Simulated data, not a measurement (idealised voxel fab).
Herein follows the process module entitled voxel transistor to metal.
Square cells of 5 nm make up the cross-section cut, whose width is 250 nm.
Heads up, the way a cross-section reads in here is a grid of square cells, handed over as bands from the top down, with every band being one or more rows of cells. The entry gives the band's vertical extent as a top height and a bottom height in nm, then its horizontal make-up as materials from left to right, each with a width in nm. "empty" stands for empty space; a single material marked "everywhere" fills the band edge to edge. For the purposes of this specification, 0 denotes the height below which the wafer in its as-received condition is composed wholly of one material, and the lowermost band, lacking a lower limit, extends downward without end, as expressed in "0..down". A width such as "30->40" changes by the same amount from each row of cells to the next, from the band's top row to its bottom row. "no change occurred", as given for a step, is the statement that not any cell of the cross-section underwent a change during that step. Entry "Closed void entries". Content: empty spaces with no open connection to the top, size 8 cells or greater. Each: width x height at distance. Distance: from left edge. Unit: nm. What comes after the settings on a step's line is commentary from the simulator itself on that step. overlay nm: how far to the right of its planned place the mask lay on this masked step (negative: to the left).

## Listed below are the process steps as planned
- 1: RECEIVE: material Si
- 2: CONFORMAL_DEP: material SiO2, thk nm 5
- 3: CONFORMAL_DEP: material SiN, thk nm 15
- 4: MASKED_ETCH: tone cover, mask id ACTIVE, width nm 85, pitch nm 115, etch materials SiN, depth nm 15, overlay nm 0
- 5: MASKED_ETCH: tone cover, mask id ACTIVE, width nm 85, pitch nm 115, etch materials SiO2, depth nm 5, overlay nm 0
- 6: MASKED_ETCH: tone cover, mask id ACTIVE, width nm 85, pitch nm 115, etch materials Si, depth nm 20, overlay nm 0
- 7: OXIDIZE: depth nm 5
- 8: FILL_DEP: material SiO2, thk nm 5
- 9: CMP: height nm 20
- 10: SELECTIVE_ETCH: etch materials SiO2, depth nm 15
- 11: STRIP: etch materials SiN
- 12: SELECTIVE_ETCH: etch materials SiO2, depth nm 5
- 13: OXIDIZE: depth nm 5
- 14: DIRECTIONAL_DEP: material polySi, thk nm 30
- 15: DIRECTIONAL_DEP: material SiCN, thk nm 15
- 16: PATTERN: tone cover, mask id GATE, material resist, width nm 15, pitch nm 115, thk nm 20, overlay nm 0
- 17: DIRECTIONAL_ETCH: etch materials SiCN, depth nm 25
- 18: DIRECTIONAL_ETCH: etch materials polySi, depth nm 40
- 19: STRIP: etch materials resist
- 20: CONFORMAL_DEP: material SiN, thk nm 5
- 21: DIRECTIONAL_ETCH: etch materials SiN, depth nm 5
- 22: DIRECTIONAL_ETCH: etch materials SiO2, depth nm 5
- 23: DIRECTIONAL_ETCH: etch materials Si, depth nm 10
- 24: EPI: material nSi, thk nm 10
- 25: FILL_DEP: material SiO2, thk nm 10
- 26: CMP: height nm 45
- 27: DIRECTIONAL_DEP: material SiO2, thk nm 15
- 28: PATTERN: tone open, mask id CONTACT, material resist, width nm 15, thk nm 15, overlay nm 0
- 29: DIRECTIONAL_ETCH: etch materials SiO2, depth nm 65
- 30: STRIP: etch materials resist
- 31: CONFORMAL_DEP: material TiN, thk nm 5
- 32: FILL_DEP: material W, thk nm 5
- 33: CMP: height nm 60
- 34: DIRECTIONAL_DEP: material TiN, thk nm 5
- 35: DIRECTIONAL_DEP: material W, thk nm 15
- 36: DIRECTIONAL_DEP: material aC, thk nm 10
- 37: PATTERN: tone cover, mask id METAL_1, material resist, width nm 15, thk nm 25, overlay nm 0
- 38: DIRECTIONAL_ETCH: etch materials aC, depth nm 10
- 39: STRIP: etch materials resist
- 40: DIRECTIONAL_ETCH: etch materials W, depth nm 15
- 41: DIRECTIONAL_ETCH: etch materials TiN, depth nm 5
- 42: STRIP: etch materials aC
- 43: CONFORMAL_DEP: material SiCN, thk nm 5
- 44: FILL_DEP: material lowk, thk nm 10
- 45: CMP: height nm 80
- 46: CONFORMAL_DEP: material SiCN, thk nm 5

## Here's what the wafer looked like in cross-section when it arrived - that's after step 1
	0..down: Si everywhere
	Closed void entries: none

## Result of the module, cross-sectioned: start per above, plan per above, one error in how it was run
	85..80: SiCN everywhere
	80..65: lowk 25 nm / SiCN 5 nm / W 15 nm / SiCN 5 nm / lowk 35 nm / SiCN 5 nm / W 15 nm / SiCN 5 nm / lowk 30 nm / SiCN 5 nm / W 15 nm / SiCN 5 nm / lowk 35 nm / SiCN 5 nm / W 15 nm / SiCN 5 nm / lowk 25 nm
	65..60: SiCN 30 nm / TiN 15 nm / SiCN 45 nm / TiN 15 nm / SiCN 40 nm / TiN 15 nm / SiCN 45 nm / TiN 15 nm / SiCN 30 nm
	60..45: SiO2 30 nm / TiN 5 nm / W 5 nm / TiN 5 nm / SiO2 45 nm / TiN 5 nm / W 5 nm / TiN 5 nm / SiO2 40 nm / TiN 5 nm / W 5 nm / TiN 5 nm / SiO2 45 nm / TiN 5 nm / W 5 nm / TiN 5 nm / SiO2 30 nm
	45..30: SiO2 30 nm / TiN 5 nm / W 5 nm / TiN 5 nm / SiO2 5 nm / SiN 5 nm / SiCN 15 nm / SiN 5 nm / SiO2 15 nm / TiN 5 nm / W 5 nm / TiN 5 nm / SiO2 40 nm / TiN 5 nm / W 5 nm / TiN 5 nm / SiO2 5 nm / SiN 5 nm / SiCN 15 nm / SiN 5 nm / SiO2 15 nm / TiN 5 nm / W 5 nm / TiN 5 nm / SiO2 30 nm
	30..10: SiO2 30 nm / TiN 5 nm / W 5 nm / TiN 5 nm / SiO2 5 nm / SiN 5 nm / polySi 15 nm / SiN 5 nm / SiO2 15 nm / TiN 5 nm / W 5 nm / TiN 5 nm / SiO2 40 nm / TiN 5 nm / W 5 nm / TiN 5 nm / SiO2 5 nm / SiN 5 nm / polySi 15 nm / SiN 5 nm / SiO2 15 nm / TiN 5 nm / W 5 nm / TiN 5 nm / SiO2 30 nm
	10..5: SiO2 30 nm / TiN 15 nm / SiO2 5 nm / SiN 5 nm / polySi 15 nm / SiN 5 nm / SiO2 15 nm / TiN 5 nm / W 5 nm / TiN 5 nm / SiO2 40 nm / TiN 15 nm / SiO2 5 nm / SiN 5 nm / polySi 15 nm / SiN 5 nm / SiO2 15 nm / TiN 5 nm / W 5 nm / TiN 5 nm / SiO2 30 nm
	5..0: SiO2 30 nm / TiN 10 nm / nSi 10 nm / SiN 5 nm / polySi 15 nm / SiN 5 nm / nSi 10 nm / SiO2 5 nm / TiN 5 nm / W 5 nm / TiN 5 nm / SiO2 40 nm / TiN 10 nm / nSi 10 nm / SiN 5 nm / polySi 15 nm / SiN 5 nm / nSi 10 nm / SiO2 5 nm / TiN 5 nm / W 5 nm / TiN 5 nm / SiO2 30 nm
	0..-5: SiO2 30 nm / TiN 10 nm / nSi 10 nm / SiO2 25 nm / nSi 10 nm / SiO2 5 nm / TiN 15 nm / SiO2 40 nm / TiN 10 nm / nSi 10 nm / SiO2 25 nm / nSi 10 nm / SiO2 5 nm / TiN 15 nm / SiO2 30 nm
	-5..-15: SiO2 30 nm / nSi 20 nm / Si 25 nm / nSi 30 nm / SiO2 40 nm / nSi 20 nm / Si 25 nm / nSi 30 nm / SiO2 30 nm
	-15..-25: SiO2 30 nm / Si 75 nm / SiO2 40 nm / Si 75 nm / SiO2 30 nm
	-25..down: Si everywhere
	Closed void entries: none
Diagnosis: step 16 went in with a setting other than planned; the actual run was PATTERN: tone cover, mask id GATE, material resist, width nm 15, pitch nm 115, thk nm 20, overlay nm -5
